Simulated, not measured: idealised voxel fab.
The following process module bears the name voxel capacitor over wiring.
Square cells of 5 nm make up the cross-section cut, whose width is 270 nm.
Notation: cross-section as square-cell grid; stated in bands, top first, going down; one or more cell rows per band. Top, bottom (nm), then materials left to right with widths (nm); lone material tagged "all across" fills the whole band edge to edge; "air" = empty space. Height 0 is the level under which the wafer as received is all one material. The lowest band goes on downwards, as in "0 -> down". The two numbers in a width such as "30..40" mark its ends across the band: the first belongs to the top row of cells, the second to the bottom row, and from each row to the next the width moves by the same amount. "nothing changed", as given for a step, is the statement that not any cell of the cross-section underwent a change during that step. "Enclosed empty spaces" - sealed voids, min. 8 cells, no opening to top; format: width x height at distance (distance from left edge; nm throughout). Step line, after settings: the simulator's comment on this step. A step's line can hold "overlay nm"; with a mask on that step, the setting says how far right of the planned place the mask lay, while a negative setting says it lay to the left.

# The planned process steps are enumerated hereunder
1. RECEIVE with material Si
2. CONFORMAL_DEP with material SiO2, thk nm 15
3. CONFORMAL_DEP with material SiN, thk nm 5
4. DIRECTIONAL_DEP with material lowk, thk nm 20
5. DIRECTIONAL_DEP with material aC, thk nm 10
6. PATTERN with tone open, mask id METAL_1, material resist, width nm 20, pitch nm 75, thk nm 30, overlay nm 0
7. DIRECTIONAL_ETCH with etch materials aC, depth nm 10
8. STRIP with etch materials resist
9. DIRECTIONAL_ETCH with etch materials lowk, depth nm 20
10. DIRECTIONAL_ETCH with etch materials SiN, depth nm 5
11. STRIP with etch materials aC
12. CONFORMAL_DEP with material TiN, thk nm 5
13. FILL_DEP with material W, thk nm 10
14. CMP with height nm 40
15. EPI with material Ru, thk nm 5
16. FILL_DEP with material SiCN, thk nm 5
17. DIRECTIONAL_DEP with material lowk, thk nm 20
18. DIRECTIONAL_DEP with material aC, thk nm 15
19. PATTERN with tone open, mask id PLUG_1, material resist, width nm 15, thk nm 35, overlay nm 0
20. DIRECTIONAL_ETCH with etch materials aC, depth nm 15
21. STRIP with etch materials resist
22. DIRECTIONAL_ETCH with etch materials lowk, depth nm 20
23. DIRECTIONAL_ETCH with etch materials SiCN, depth nm 5
24. STRIP with etch materials aC
25. CONFORMAL_DEP with material TiN, thk nm 5
26. FILL_DEP with material W, thk nm 10
27. CMP with height nm 70
28. DIRECTIONAL_DEP with material TiN, thk nm 10
29. DIRECTIONAL_DEP with material SiN, thk nm 5
30. DIRECTIONAL_DEP with material TiN, thk nm 5
31. MASKED_ETCH with tone cover, mask id UPPER_PLATE, width nm 60, etch materials TiN, depth nm 5, overlay nm 0
32. MASKED_ETCH with tone cover, mask id UPPER_PLATE, width nm 60, etch materials SiN, depth nm 5, overlay nm 0
33. PATTERN with tone cover, mask id LOWER_PLATE, material resist, width nm 70, thk nm 15, overlay nm 0
34. DIRECTIONAL_ETCH with etch materials TiN, depth nm 10
35. STRIP with etch materials resist
36. FILL_DEP with material SiO2, thk nm 15
37. CMP with height nm 100
38. DIRECTIONAL_DEP with material aC, thk nm 10
39. PATTERN with tone open, mask id PLUG_2, material resist, width nm 15, thk nm 30, overlay nm 0
40. DIRECTIONAL_ETCH with etch materials aC, depth nm 10
41. STRIP with etch materials resist
42. DIRECTIONAL_ETCH with etch materials SiO2, depth nm 10
43. STRIP with etch materials aC
44. CONFORMAL_DEP with material TiN, thk nm 5
45. FILL_DEP with material Ru, thk nm 10
46. CMP with height nm 100
47. CONFORMAL_DEP with material SiN, thk nm 5

# Incoming wafer in cross-section (state: after step 1)
> 0 -> down | Si all across
> Enclosed empty spaces: none

# Cross-sectional result after module completion. Note: starting condition and plan are unchanged from above; one processing mistake was made
> 105 -> 100 | SiN all across
> 100 -> 95 | SiO2: 100  TiN: 5  Ru: 5  TiN: 5  SiO2: 155
> 95 -> 85 | SiO2: 100..90  TiN: 15..60  SiO2: 155..120
> 85 -> 80 | SiO2: 90  SiN: 60  SiO2: 120
> 80 -> 70 | SiO2: 85  TiN: 70  SiO2: 115
> 70 -> 60 | lowk: 90  TiN: 5  W: 5  TiN: 5  lowk: 165
> 60 -> 55 | SiCN: 90  TiN: 15  SiCN: 165
> 55 -> 50 | Ru all across
> 50 -> 45 | W all across
> 45 -> 40 | TiN: 90  W: 10  TiN: 65  W: 10  TiN: 95
> 40 -> 20 | lowk: 85  TiN: 5  W: 10  TiN: 5  lowk: 55  TiN: 5  W: 10  TiN: 5  lowk: 90
> 20 -> 15 | SiN: 85  TiN: 20  SiN: 55  TiN: 20  SiN: 90
> 15 -> 0 | SiO2 all across
> 0 -> down | Si all across
> Enclosed empty spaces: none
Processing error: step 14 off recipe, ran as CMP with height nm 50
